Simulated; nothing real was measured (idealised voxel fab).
The process module that follows is named voxel wiring stack.
The width of the displayed cross-section, cut, is 160 nm; its cells are square, with a size of 5 nm.
How to read a cross-section here: the picture is a grid of square cells, written as bands going from the top down, and any band can span one or more rows of cells.
In this notation a band is specified by the heights of its top and bottom, in that order and in nm, after which its materials appear from left to right, each paired with its width in nm. The word "all across" attached to a single material means that material fills the band from edge to edge; the word "blank" stands for empty space.
Heights are expressed relative to 0, this being the level below which the as-received wafer comprises one material exclusively. The lowest band is unbounded in the downward direction and is denoted as in "top 0, no bottom".
Width spec "30->40" -> top row of cells at first value, bottom row at second value, equal per-row change in between.
"remained unchanged" means the step left every cell of the cross-section as it was.
For the entry "Closed void entries", the listed items are empty spaces with no open way to the top whose size is 8 cells or more; each item follows the pattern width x height at distance, where distance is from the left edge and all three are in nm.
Heads up: the bit after the settings on a step's line is the simulator's remark on that step.
overlay nm: on a step with a mask, how far right of its planned place the mask lay; negative means left.
**These are the steps we planned for the process**
1,RECEIVE,material Si
2,CONFORMAL_DEP,material SiO2,thk nm 15
3,DIRECTIONAL_DEP,material TiN,thk nm 5
4,DIRECTIONAL_DEP,material W,thk nm 15
5,DIRECTIONAL_DEP,material aC,thk nm 10
6,PATTERN,tone cover,mask id METAL_1,material resist,width nm 20,pitch nm 45,thk nm 25,overlay nm 0
7,DIRECTIONAL_ETCH,etch materials aC,depth nm 10
8,STRIP,etch materials resist
9,DIRECTIONAL_ETCH,etch materials W,depth nm 15
10,DIRECTIONAL_ETCH,etch materials TiN,depth nm 5
11,STRIP,etch materials aC
12,CONFORMAL_DEP,material SiN,thk nm 5
13,FILL_DEP,material lowk,thk nm 10
14,CMP,height nm 35
15,CONFORMAL_DEP,material SiCN,thk nm 5
16,DIRECTIONAL_DEP,material lowk,thk nm 20
17,PATTERN,tone open,mask id PLUG_1,material resist,width nm 15,thk nm 15,overlay nm 0
18,DIRECTIONAL_ETCH,etch materials lowk,depth nm 20
19,DIRECTIONAL_ETCH,etch materials SiCN,depth nm 5
20,STRIP,etch materials resist
21,CONFORMAL_DEP,material TiN,thk nm 5
22,FILL_DEP,material W,thk nm 5
23,CMP,height nm 60
24,CONFORMAL_DEP,material SiN,thk nm 5
25,DIRECTIONAL_DEP,material lowk,thk nm 20
26,PATTERN,tone open,mask id METAL_2,material resist,width nm 20,pitch nm 45,thk nm 15,overlay nm 0
27,DIRECTIONAL_ETCH,etch materials lowk,depth nm 20
28,DIRECTIONAL_ETCH,etch materials SiN,depth nm 5
29,STRIP,etch materials resist
30,CONFORMAL_DEP,material TiN,thk nm 5
31,FILL_DEP,material Ru,thk nm 5
32,CMP,height nm 85
33,CONFORMAL_DEP,material SiCN,thk nm 5
34,DIRECTIONAL_DEP,material lowk,thk nm 10
35,MASKED_ETCH,tone open,mask id PLUG_2,width nm 15,pitch nm 45,etch materials lowk,depth nm 10,overlay nm 0
36,MASKED_ETCH,tone open,mask id PLUG_2,width nm 15,pitch nm 45,etch materials SiCN,depth nm 5,overlay nm 0
37,EPI,material Ru,thk nm 10
38,EPI,material Ru,thk nm 5
39,CONFORMAL_DEP,material SiCN,thk nm 5
40,DIRECTIONAL_DEP,material SiO2,thk nm 20
41,PATTERN,tone open,mask id METAL_3,material resist,width nm 20,pitch nm 45,thk nm 20,overlay nm 0
42,DIRECTIONAL_ETCH,etch materials SiO2,depth nm 20
43,DIRECTIONAL_ETCH,etch materials SiCN,depth nm 5
44,STRIP,etch materials resist
45,CONFORMAL_DEP,material TiN,thk nm 5
46,FILL_DEP,material Cu,thk nm 5
47,CMP,height nm 125
48,EPI,material Ru,thk nm 5
49,FILL_DEP,material SiCN,thk nm 5
**Received-state cross-section, reflecting completion of step 1**
top 0, no bottom: Si all across
Closed void entries: none
**This is how the wafer looks in cross-section once the module is done, given the starting state and plan above and one mistake in carrying the plan out**
top 135, bottom 130: SiCN all across
top 130, bottom 125: 40 of SiCN, 30 of Ru, 15 of SiCN, 30 of Ru, 45 of SiCN
top 125, bottom 115: 45 of SiO2, 5 of TiN, 10 of Cu, 5 of TiN, 25 of SiO2, 5 of TiN, 10 of Cu, 5 of TiN, 50 of SiO2
top 115, bottom 110: 30 of SiO2, 15 of SiCN, 20 of TiN, 25 of SiCN, 20 of TiN, 10 of SiCN, 40 of SiO2
top 110, bottom 105: 30 of SiO2, 5 of SiCN, 35 of Ru, 10 of SiCN, 35 of Ru, 5 of SiCN, 40 of SiO2
top 105, bottom 100: 35 of SiCN, 35 of Ru, 10 of SiCN, 35 of Ru, 45 of SiCN
top 100, bottom 90: 45 of lowk, 15 of Ru, 30 of lowk, 15 of Ru, 55 of lowk
top 90, bottom 85: 45 of SiCN, 15 of Ru, 30 of SiCN, 15 of Ru, 55 of SiCN
top 85, bottom 65: 45 of lowk, 5 of TiN, 10 of Ru, 5 of TiN, 25 of lowk, 5 of TiN, 10 of Ru, 5 of TiN, 50 of lowk
top 65, bottom 60: 45 of SiN, 20 of TiN, 25 of SiN, 20 of TiN, 50 of SiN
top 60, bottom 40: 45 of lowk, 5 of TiN, 5 of W, 5 of TiN, 100 of lowk
top 40, bottom 35: 45 of SiCN, 15 of TiN, 100 of SiCN
top 35, bottom 20: 40 of lowk, 5 of SiN, 20 of W, 5 of SiN, 15 of lowk, 5 of SiN, 20 of W, 5 of SiN, 45 of lowk
top 20, bottom 15: 45 of SiN, 20 of TiN, 25 of SiN, 20 of TiN, 50 of SiN
top 15, bottom 0: SiO2 all across
top 0, no bottom: Si all across
Closed void entries: none
Against the plan, the run slipped here: step 37 of the plan was carried out twice
